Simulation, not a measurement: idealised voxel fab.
You're looking at the process module voxel capacitor over wiring.
Cross-section cut: width 270 nm, square cells of 5 nm.
Bands, listed from the top down, are how a cross-section gets written in this document; the cross-section itself is a grid of square cells, and a band is one or more rows of them. First you get the band's top height and its bottom height, in nm, and then the materials it's made of, left to right, with each width in nm. If you see a single material with "throughout", that one covers the band edge to edge. "blank" is empty space. Ref level 0: as-received wafer is one material below here. Bottom band extends down with no lower bound ("from 0 down"). Think of "30..40" as a width that walks from the first number to the second as you go down the band, top row to bottom row, taking equal-sized steps from row to row. You'll sometimes find "same as before" written for a step, and that's the way of saying that nowhere in the cross-section did a cell change during that step. Closed-off voids of 8+ cells (no open route to the top) go in "Sealed void inventory", written width x height at distance from the left edge, in nm. On a step's line, text after the settings is the simulator commenting on that step. overlay nm: where the mask lay relative to plan, measured to the right, on steps with a mask; negatives go left.
BELOW IS THE LIST OF PLANNED PROCESS STEPS
1. RECEIVE, material Si
2. CONFORMAL_DEP, material SiO2, thk nm 15
3. CONFORMAL_DEP, material SiCN, thk nm 5
4. DIRECTIONAL_DEP, material SiO2, thk nm 25
5. MASKED_ETCH, tone open, mask id METAL_1, width nm 20, pitch nm 90, etch materials SiO2, depth nm 25, overlay nm 0
6. MASKED_ETCH, tone open, mask id METAL_1, width nm 20, pitch nm 90, etch materials SiCN, depth nm 5, overlay nm 0
7. CONFORMAL_DEP, material TiN, thk nm 5
8. FILL_DEP, material Cu, thk nm 10
9. CMP, height nm 45
10. EPI, material Ru, thk nm 5
11. FILL_DEP, material SiCN, thk nm 5
12. DIRECTIONAL_DEP, material lowk, thk nm 10
13. MASKED_ETCH, tone open, mask id PLUG_1, width nm 15, etch materials lowk, depth nm 10, overlay nm 0
14. MASKED_ETCH, tone open, mask id PLUG_1, width nm 15, etch materials SiCN, depth nm 5, overlay nm 0
15. CONFORMAL_DEP, material TiN, thk nm 5
16. FILL_DEP, material W, thk nm 10
17. CMP, height nm 65
18. DIRECTIONAL_DEP, material TiN, thk nm 5
19. DIRECTIONAL_DEP, material HfO2, thk nm 5
20. DIRECTIONAL_DEP, material TiN, thk nm 10
21. MASKED_ETCH, tone cover, mask id UPPER_PLATE, width nm 75, etch materials TiN, depth nm 10, overlay nm 0
22. MASKED_ETCH, tone cover, mask id UPPER_PLATE, width nm 75, etch materials HfO2, depth nm 5, overlay nm 0
23. MASKED_ETCH, tone cover, mask id LOWER_PLATE, width nm 85, etch materials TiN, depth nm 5, overlay nm 0
24. FILL_DEP, material SiO2, thk nm 20
25. CMP, height nm 100
26. MASKED_ETCH, tone open, mask id PLUG_2, width nm 15, etch materials SiO2, depth nm 15, overlay nm 0
27. CONFORMAL_DEP, material TiN, thk nm 5
28. FILL_DEP, material W, thk nm 10
29. CMP, height nm 100
30. CONFORMAL_DEP, material SiCN, thk nm 5
FIRST OF TWO WAFERS, WITH THE RUN CARRIED OUT AS PLANNED
INCOMING WAFER, CROSS-SECTIONAL VIEW, POST STEP 1
	from 0 down  Si throughout
	Sealed void inventory: none
PRESENTED HERE IS A CROSS-SECTION OF THE WAFER AFTER STEP 2 HAS BEEN PERFORMED
	from 15 to 0  SiO2 throughout
	Everything under 0 stays put, no change at all.
PRESENTED HERE IS A CROSS-SECTION OF THE WAFER AFTER STEP 3 HAS BEEN PERFORMED
	from 20 to 15  SiCN throughout
	Everything under 15 stays put, no change at all.
PRESENTED HERE IS A CROSS-SECTION OF THE WAFER AFTER STEP 4 HAS BEEN PERFORMED
	from 45 to 20  SiO2 throughout
	Everything under 20 stays put, no change at all.
PRESENTED HERE IS A CROSS-SECTION OF THE WAFER AFTER STEP 5 HAS BEEN PERFORMED
	from 45 to 20  80 nm SiO2 | 20 nm blank | 70 nm SiO2 | 20 nm blank | 80 nm SiO2
	Everything under 20 stays put, no change at all.
PRESENTED HERE IS A CROSS-SECTION OF THE WAFER AFTER STEP 6 HAS BEEN PERFORMED
	from 45 to 20  80 nm SiO2 | 20 nm blank | 70 nm SiO2 | 20 nm blank | 80 nm SiO2
	from 20 to 15  80 nm SiCN | 20 nm blank | 70 nm SiCN | 20 nm blank | 80 nm SiCN
	Everything under 15 stays put, no change at all.
PRESENTED HERE IS A CROSS-SECTION OF THE WAFER AFTER STEP 7 HAS BEEN PERFORMED
	from 50 to 45  85 nm TiN | 10 nm blank | 80 nm TiN | 10 nm blank | 85 nm TiN
	from 45 to 20  80 nm SiO2 | 5 nm TiN | 10 nm blank | 5 nm TiN | 70 nm SiO2 | 5 nm TiN | 10 nm blank | 5 nm TiN | 80 nm SiO2
	from 20 to 15  80 nm SiCN | 20 nm TiN | 70 nm SiCN | 20 nm TiN | 80 nm SiCN
	Everything under 15 stays put, no change at all.
PRESENTED HERE IS A CROSS-SECTION OF THE WAFER AFTER STEP 8 HAS BEEN PERFORMED
	from 60 to 50  Cu throughout
	from 50 to 45  85 nm TiN | 10 nm Cu | 80 nm TiN | 10 nm Cu | 85 nm TiN
	from 45 to 20  80 nm SiO2 | 5 nm TiN | 10 nm Cu | 5 nm TiN | 70 nm SiO2 | 5 nm TiN | 10 nm Cu | 5 nm TiN | 80 nm SiO2
	Everything under 20 stays put, no change at all.
PRESENTED HERE IS A CROSS-SECTION OF THE WAFER AFTER STEP 9 HAS BEEN PERFORMED
	from 45 to 20  80 nm SiO2 | 5 nm TiN | 10 nm Cu | 5 nm TiN | 70 nm SiO2 | 5 nm TiN | 10 nm Cu | 5 nm TiN | 80 nm SiO2
	Everything under 20 stays put, no change at all.
PRESENTED HERE IS A CROSS-SECTION OF THE WAFER AFTER STEP 10 HAS BEEN PERFORMED
	from 50 to 45  75 nm blank | 30 nm Ru | 60 nm blank | 30 nm Ru | 75 nm blank
	Everything under 45 stays put, no change at all.
PRESENTED HERE IS A CROSS-SECTION OF THE WAFER AFTER STEP 11 HAS BEEN PERFORMED
	from 55 to 50  SiCN throughout
	from 50 to 45  75 nm SiCN | 30 nm Ru | 60 nm SiCN | 30 nm Ru | 75 nm SiCN
	Everything under 45 stays put, no change at all.
PRESENTED HERE IS A CROSS-SECTION OF THE WAFER AFTER STEP 12 HAS BEEN PERFORMED
	from 65 to 55  lowk throughout
	Everything under 55 stays put, no change at all.
PRESENTED HERE IS A CROSS-SECTION OF THE WAFER AFTER STEP 13 HAS BEEN PERFORMED
	from 65 to 55  85 nm lowk | 15 nm blank | 170 nm lowk
	Everything under 55 stays put, no change at all.
PRESENTED HERE IS A CROSS-SECTION OF THE WAFER AFTER STEP 14 HAS BEEN PERFORMED
	from 65 to 55  85 nm lowk | 15 nm blank | 170 nm lowk
	from 55 to 50  85 nm SiCN | 15 nm blank | 170 nm SiCN
	Everything under 50 stays put, no change at all.
PRESENTED HERE IS A CROSS-SECTION OF THE WAFER AFTER STEP 15 HAS BEEN PERFORMED
	from 70 to 65  90 nm TiN | 5 nm blank | 175 nm TiN
	from 65 to 55  85 nm lowk | 5 nm TiN | 5 nm blank | 5 nm TiN | 170 nm lowk
	from 55 to 50  85 nm SiCN | 15 nm TiN | 170 nm SiCN
	Everything under 50 stays put, no change at all.
PRESENTED HERE IS A CROSS-SECTION OF THE WAFER AFTER STEP 16 HAS BEEN PERFORMED
	from 80 to 70  W throughout
	from 70 to 65  90 nm TiN | 5 nm W | 175 nm TiN
	from 65 to 55  85 nm lowk | 5 nm TiN | 5 nm W | 5 nm TiN | 170 nm lowk
	Everything under 55 stays put, no change at all.
PRESENTED HERE IS A CROSS-SECTION OF THE WAFER AFTER STEP 17 HAS BEEN PERFORMED
	from 65 to 55  85 nm lowk | 5 nm TiN | 5 nm W | 5 nm TiN | 170 nm lowk
	Everything under 55 stays put, no change at all.
PRESENTED HERE IS A CROSS-SECTION OF THE WAFER AFTER STEP 18 HAS BEEN PERFORMED
	from 70 to 65  TiN throughout
	Everything under 65 stays put, no change at all.
PRESENTED HERE IS A CROSS-SECTION OF THE WAFER AFTER STEP 19 HAS BEEN PERFORMED
	from 75 to 70  HfO2 throughout
	Everything under 70 stays put, no change at all.
PRESENTED HERE IS A CROSS-SECTION OF THE WAFER AFTER STEP 20 HAS BEEN PERFORMED
	from 85 to 75  TiN throughout
	Everything under 75 stays put, no change at all.
PRESENTED HERE IS A CROSS-SECTION OF THE WAFER AFTER STEP 21 HAS BEEN PERFORMED
	from 85 to 75  85 nm blank | 75 nm TiN | 110 nm blank
	Everything under 75 stays put, no change at all.
PRESENTED HERE IS A CROSS-SECTION OF THE WAFER AFTER STEP 22 HAS BEEN PERFORMED
	from 85 to 75  85 nm blank | 75 nm TiN | 110 nm blank
	from 75 to 70  85 nm blank | 75 nm HfO2 | 110 nm blank
	Everything under 70 stays put, no change at all.
PRESENTED HERE IS A CROSS-SECTION OF THE WAFER AFTER STEP 23 HAS BEEN PERFORMED
	from 85 to 75  85 nm blank | 75 nm TiN | 110 nm blank
	from 75 to 70  85 nm blank | 75 nm HfO2 | 110 nm blank
	from 70 to 65  80 nm blank | 85 nm TiN | 105 nm blank
	Everything under 65 stays put, no change at all.
PRESENTED HERE IS A CROSS-SECTION OF THE WAFER AFTER STEP 24 HAS BEEN PERFORMED
	from 105 to 85  SiO2 throughout
	from 85 to 75  85 nm SiO2 | 75 nm TiN | 110 nm SiO2
	from 75 to 70  85 nm SiO2 | 75 nm HfO2 | 110 nm SiO2
	from 70 to 65  80 nm SiO2 | 85 nm TiN | 105 nm SiO2
	Everything under 65 stays put, no change at all.
PRESENTED HERE IS A CROSS-SECTION OF THE WAFER AFTER STEP 25 HAS BEEN PERFORMED
	from 100 to 85  SiO2 throughout
	Everything under 85 stays put, no change at all.
PRESENTED HERE IS A CROSS-SECTION OF THE WAFER AFTER STEP 26 HAS BEEN PERFORMED
	from 100 to 85  95 nm SiO2 | 15 nm blank | 160 nm SiO2
	Everything under 85 stays put, no change at all.
PRESENTED HERE IS A CROSS-SECTION OF THE WAFER AFTER STEP 27 HAS BEEN PERFORMED
	from 105 to 100  100 nm TiN | 5 nm blank | 165 nm TiN
	from 100 to 90  95 nm SiO2 | 5 nm TiN | 5 nm blank | 5 nm TiN | 160 nm SiO2
	from 90 to 85  95 nm SiO2 | 15 nm TiN | 160 nm SiO2
	Everything under 85 stays put, no change at all.
PRESENTED HERE IS A CROSS-SECTION OF THE WAFER AFTER STEP 28 HAS BEEN PERFORMED
	from 115 to 105  W throughout
	from 105 to 100  100 nm TiN | 5 nm W | 165 nm TiN
	from 100 to 90  95 nm SiO2 | 5 nm TiN | 5 nm W | 5 nm TiN | 160 nm SiO2
	Everything under 90 stays put, no change at all.
PRESENTED HERE IS A CROSS-SECTION OF THE WAFER AFTER STEP 29 HAS BEEN PERFORMED
	from 100 to 90  95 nm SiO2 | 5 nm TiN | 5 nm W | 5 nm TiN | 160 nm SiO2
	Everything under 90 stays put, no change at all.
PRESENTED HERE IS A CROSS-SECTION OF THE WAFER AFTER STEP 30 HAS BEEN PERFORMED
	from 105 to 100  SiCN throughout
	Everything under 100 stays put, no change at all.
SECOND WAFER: LIKE START, LIKE PLAN, ONE MISTAKE. THROUGH STEP 4 IT MATCHES THE FIRST WAFER
WHAT THE SECOND WAFER LOOKS LIKE IN CROSS-SECTION WHEN STEP 5 SHOULD HAVE WRAPPED UP
	from 45 to 20  85 nm SiO2 | 15 nm blank | 75 nm SiO2 | 15 nm blank | 80 nm SiO2
	Everything under 20 stays put, no change at all.
WHAT THE SECOND WAFER LOOKS LIKE IN CROSS-SECTION WHEN STEP 6 SHOULD HAVE WRAPPED UP
	from 45 to 20  85 nm SiO2 | 15 nm blank | 75 nm SiO2 | 15 nm blank | 80 nm SiO2
	from 20 to 15  85 nm SiCN | 15 nm blank | 75 nm SiCN | 15 nm blank | 80 nm SiCN
	Everything under 15 stays put, no change at all.
WHAT THE SECOND WAFER LOOKS LIKE IN CROSS-SECTION WHEN STEP 7 SHOULD HAVE WRAPPED UP
	from 50 to 45  90 nm TiN | 5 nm blank | 85 nm TiN | 5 nm blank | 85 nm TiN
	from 45 to 20  85 nm SiO2 | 5 nm TiN | 5 nm blank | 5 nm TiN | 75 nm SiO2 | 5 nm TiN | 5 nm blank | 5 nm TiN | 80 nm SiO2
	from 20 to 15  85 nm SiCN | 15 nm TiN | 75 nm SiCN | 15 nm TiN | 80 nm SiCN
	Everything under 15 stays put, no change at all.
WHAT THE SECOND WAFER LOOKS LIKE IN CROSS-SECTION WHEN STEP 8 SHOULD HAVE WRAPPED UP
	from 60 to 50  Cu throughout
	from 50 to 45  90 nm TiN | 5 nm Cu | 85 nm TiN | 5 nm Cu | 85 nm TiN
	from 45 to 20  85 nm SiO2 | 5 nm TiN | 5 nm Cu | 5 nm TiN | 75 nm SiO2 | 5 nm TiN | 5 nm Cu | 5 nm TiN | 80 nm SiO2
	Everything under 20 stays put, no change at all.
WHAT THE SECOND WAFER LOOKS LIKE IN CROSS-SECTION WHEN STEP 9 SHOULD HAVE WRAPPED UP
	from 45 to 20  85 nm SiO2 | 5 nm TiN | 5 nm Cu | 5 nm TiN | 75 nm SiO2 | 5 nm TiN | 5 nm Cu | 5 nm TiN | 80 nm SiO2
	Everything under 20 stays put, no change at all.
WHAT THE SECOND WAFER LOOKS LIKE IN CROSS-SECTION WHEN STEP 10 SHOULD HAVE WRAPPED UP
	from 50 to 45  80 nm blank | 25 nm Ru | 65 nm blank | 25 nm Ru | 75 nm blank
	Everything under 45 stays put, no change at all.
WHAT THE SECOND WAFER LOOKS LIKE IN CROSS-SECTION WHEN STEP 11 SHOULD HAVE WRAPPED UP
	from 55 to 50  SiCN throughout
	from 50 to 45  80 nm SiCN | 25 nm Ru | 65 nm SiCN | 25 nm Ru | 75 nm SiCN
	Everything under 45 stays put, no change at all.
WHAT THE SECOND WAFER LOOKS LIKE IN CROSS-SECTION WHEN STEP 12 SHOULD HAVE WRAPPED UP
	from 65 to 55  lowk throughout
	Everything under 55 stays put, no change at all.
WHAT THE SECOND WAFER LOOKS LIKE IN CROSS-SECTION WHEN STEP 13 SHOULD HAVE WRAPPED UP
	from 65 to 55  85 nm lowk | 15 nm blank | 170 nm lowk
	Everything under 55 stays put, no change at all.
WHAT THE SECOND WAFER LOOKS LIKE IN CROSS-SECTION WHEN STEP 14 SHOULD HAVE WRAPPED UP
	from 65 to 55  85 nm lowk | 15 nm blank | 170 nm lowk
	from 55 to 50  85 nm SiCN | 15 nm blank | 170 nm SiCN
	Everything under 50 stays put, no change at all.
WHAT THE SECOND WAFER LOOKS LIKE IN CROSS-SECTION WHEN STEP 15 SHOULD HAVE WRAPPED UP
	from 70 to 65  90 nm TiN | 5 nm blank | 175 nm TiN
	from 65 to 55  85 nm lowk | 5 nm TiN | 5 nm blank | 5 nm TiN | 170 nm lowk
	from 55 to 50  85 nm SiCN | 15 nm TiN | 170 nm SiCN
	Everything under 50 stays put, no change at all.
WHAT THE SECOND WAFER LOOKS LIKE IN CROSS-SECTION WHEN STEP 16 SHOULD HAVE WRAPPED UP
	from 80 to 70  W throughout
	from 70 to 65  90 nm TiN | 5 nm W | 175 nm TiN
	from 65 to 55  85 nm lowk | 5 nm TiN | 5 nm W | 5 nm TiN | 170 nm lowk
	Everything under 55 stays put, no change at all.
WHAT THE SECOND WAFER LOOKS LIKE IN CROSS-SECTION WHEN STEP 17 SHOULD HAVE WRAPPED UP
	from 65 to 55  85 nm lowk | 5 nm TiN | 5 nm W | 5 nm TiN | 170 nm lowk
	Everything under 55 stays put, no change at all.
WHAT THE SECOND WAFER LOOKS LIKE IN CROSS-SECTION WHEN STEP 18 SHOULD HAVE WRAPPED UP
	from 70 to 65  TiN throughout
	Everything under 65 stays put, no change at all.
WHAT THE SECOND WAFER LOOKS LIKE IN CROSS-SECTION WHEN STEP 19 SHOULD HAVE WRAPPED UP
	from 75 to 70  HfO2 throughout
	Everything under 70 stays put, no change at all.
WHAT THE SECOND WAFER LOOKS LIKE IN CROSS-SECTION WHEN STEP 20 SHOULD HAVE WRAPPED UP
	from 85 to 75  TiN throughout
	Everything under 75 stays put, no change at all.
WHAT THE SECOND WAFER LOOKS LIKE IN CROSS-SECTION WHEN STEP 21 SHOULD HAVE WRAPPED UP
	from 85 to 75  85 nm blank | 75 nm TiN | 110 nm blank
	Everything under 75 stays put, no change at all.
WHAT THE SECOND WAFER LOOKS LIKE IN CROSS-SECTION WHEN STEP 22 SHOULD HAVE WRAPPED UP
	from 85 to 75  85 nm blank | 75 nm TiN | 110 nm blank
	from 75 to 70  85 nm blank | 75 nm HfO2 | 110 nm blank
	Everything under 70 stays put, no change at all.
WHAT THE SECOND WAFER LOOKS LIKE IN CROSS-SECTION WHEN STEP 23 SHOULD HAVE WRAPPED UP
	from 85 to 75  85 nm blank | 75 nm TiN | 110 nm blank
	from 75 to 70  85 nm blank | 75 nm HfO2 | 110 nm blank
	from 70 to 65  80 nm blank | 85 nm TiN | 105 nm blank
	Everything under 65 stays put, no change at all.
WHAT THE SECOND WAFER LOOKS LIKE IN CROSS-SECTION WHEN STEP 24 SHOULD HAVE WRAPPED UP
	from 105 to 85  SiO2 throughout
	from 85 to 75  85 nm SiO2 | 75 nm TiN | 110 nm SiO2
	from 75 to 70  85 nm SiO2 | 75 nm HfO2 | 110 nm SiO2
	from 70 to 65  80 nm SiO2 | 85 nm TiN | 105 nm SiO2
	Everything under 65 stays put, no change at all.
WHAT THE SECOND WAFER LOOKS LIKE IN CROSS-SECTION WHEN STEP 25 SHOULD HAVE WRAPPED UP
	from 100 to 85  SiO2 throughout
	Everything under 85 stays put, no change at all.
WHAT THE SECOND WAFER LOOKS LIKE IN CROSS-SECTION WHEN STEP 26 SHOULD HAVE WRAPPED UP
	from 100 to 85  95 nm SiO2 | 15 nm blank | 160 nm SiO2
	Everything under 85 stays put, no change at all.
WHAT THE SECOND WAFER LOOKS LIKE IN CROSS-SECTION WHEN STEP 27 SHOULD HAVE WRAPPED UP
	from 105 to 100  100 nm TiN | 5 nm blank | 165 nm TiN
	from 100 to 90  95 nm SiO2 | 5 nm TiN | 5 nm blank | 5 nm TiN | 160 nm SiO2
	from 90 to 85  95 nm SiO2 | 15 nm TiN | 160 nm SiO2
	Everything under 85 stays put, no change at all.
WHAT THE SECOND WAFER LOOKS LIKE IN CROSS-SECTION WHEN STEP 28 SHOULD HAVE WRAPPED UP
	from 115 to 105  W throughout
	from 105 to 100  100 nm TiN | 5 nm W | 165 nm TiN
	from 100 to 90  95 nm SiO2 | 5 nm TiN | 5 nm W | 5 nm TiN | 160 nm SiO2
	Everything under 90 stays put, no change at all.
WHAT THE SECOND WAFER LOOKS LIKE IN CROSS-SECTION WHEN STEP 29 SHOULD HAVE WRAPPED UP
	from 100 to 90  95 nm SiO2 | 5 nm TiN | 5 nm W | 5 nm TiN | 160 nm SiO2
	Everything under 90 stays put, no change at all.
WHAT THE SECOND WAFER LOOKS LIKE IN CROSS-SECTION WHEN STEP 30 SHOULD HAVE WRAPPED UP
	from 105 to 100  SiCN throughout
	Everything under 100 stays put, no change at all.
What was done differently from what was planned? rather than as planned, step 5 actually ran as MASKED_ETCH, tone open, mask id METAL_1, width nm 15, pitch nm 90, etch materials SiO2, depth nm 25, overlay nm 0
It is noted that, at the conclusion of processing, the second wafer exhibits a higher or lower cell count for certain materials relative to the first: Cu: 10 fewer | Ru: 2 fewer | SiCN: 4 more | SiO2: 10 more | TiN: 2 fewer
